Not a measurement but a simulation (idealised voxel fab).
You're looking at the process module voxel self aligned vias.
Pictured: cross-section cut, 230 nm wide, on a grid of 5 nm square cells.
A cross-section is written here as square cells arranged in a grid, and it is given in bands from the top down, each band taking up one or more rows of cells. Heights first: top, then bottom, in nm. Then materials, left to right, each with a width in nm. "throughout" on a single material: fills the band edge to edge. "air": empty space. Where do heights start? At 0: under that level the wafer as delivered is made of one material only. And the lowest band has no floor; it just carries on downward, as in "top 0, no bottom". Top row gets the first number, bottom row gets the second, and each row in between changes by the same step: that is how a band width like "30..40" works. Where a step carries "nothing was modified", the cross-section came out of it unchanged, cell for cell. The entry "Completely sealed voids" lists the empty spaces that cover at least 8 cells and have no open path to the top. Each is written as width x height at distance, where the distance is measured from the left edge and all three values are in nm. That trailing text on a step's line, after the settings, is the simulator's own remark on the step. Steps that use a mask can have "overlay nm" on their line. It says how far the mask sat to the right of where it was meant to be. Negative means to the left.

Listed below are the process steps as planned
1 RECEIVE | material Si
2 CONFORMAL_DEP | material SiO2 | thk nm 15
3 CONFORMAL_DEP | material SiCN | thk nm 5
4 DIRECTIONAL_DEP | material lowk | thk nm 20
5 MASKED_ETCH | tone open | mask id LINES | width nm 30 | pitch nm 55 | etch materials lowk | depth nm 20 | overlay nm 0
6 CONFORMAL_DEP | material TiN | thk nm 5
7 FILL_DEP | material W | thk nm 10
8 CMP | height nm 40
9 SELECTIVE_ETCH | etch materials W Ru TiN | depth nm 5
10 FILL_DEP | material SiN | thk nm 10
11 CMP | height nm 40
12 DIRECTIONAL_DEP | material lowk | thk nm 20
13 DIRECTIONAL_DEP | material aC | thk nm 15
14 PATTERN | tone open | mask id VIAS | material resist | width nm 40 | thk nm 30 | overlay nm 0
15 DIRECTIONAL_ETCH | etch materials aC | depth nm 15
16 STRIP | etch materials resist
17 DIRECTIONAL_ETCH | etch materials lowk | depth nm 20
18 DIRECTIONAL_ETCH | etch materials SiN | depth nm 5
19 STRIP | etch materials aC
20 CONFORMAL_DEP | material TiN | thk nm 5
21 FILL_DEP | material W | thk nm 10
22 CMP | height nm 60
23 CONFORMAL_DEP | material SiN | thk nm 5

Wafer at receipt (post step 1), cross-section
  top 0, no bottom | Si throughout
  Completely sealed voids: none

Wafer cross-section at module end: first of two, run to plan
  top 65, bottom 60 | SiN throughout
  top 60, bottom 45 | lowk=65; TiN=5; W=30; TiN=5; lowk=125
  top 45, bottom 40 | lowk=65; TiN=10; W=20; TiN=10; lowk=125
  top 40, bottom 35 | lowk=70; TiN=30; lowk=25; SiN=30; lowk=75
  top 35, bottom 25 | lowk=70; TiN=5; W=20; TiN=5; lowk=25; TiN=5; W=20; TiN=5; lowk=75
  top 25, bottom 20 | lowk=70; TiN=30; lowk=25; TiN=30; lowk=75
  top 20, bottom 15 | SiCN throughout
  top 15, bottom 0 | SiO2 throughout
  top 0, no bottom | Si throughout
  Completely sealed voids: none

Second of two wafers, module complete, sectioned: it shares the first wafer's start and plan but was run with one mistake
  top 80, bottom 75 | SiN throughout
  top 75, bottom 65 | W throughout
  top 65, bottom 60 | TiN=70; W=30; TiN=130
  top 60, bottom 45 | lowk=65; TiN=5; W=30; TiN=5; lowk=125
  top 45, bottom 40 | lowk=65; TiN=10; W=20; TiN=10; lowk=125
  top 40, bottom 35 | lowk=70; TiN=30; lowk=25; SiN=30; lowk=75
  top 35, bottom 25 | lowk=70; TiN=5; W=20; TiN=5; lowk=25; TiN=5; W=20; TiN=5; lowk=75
  top 25, bottom 20 | lowk=70; TiN=30; lowk=25; TiN=30; lowk=75
  top 20, bottom 15 | SiCN throughout
  top 15, bottom 0 | SiO2 throughout
  top 0, no bottom | Si throughout
  Completely sealed voids: none
Processing error: not run: step 22 of the plan (skipped)
End check, counted in cells, second wafer has more or fewer of these materials than the first: TiN: 40 more | W: 98 more
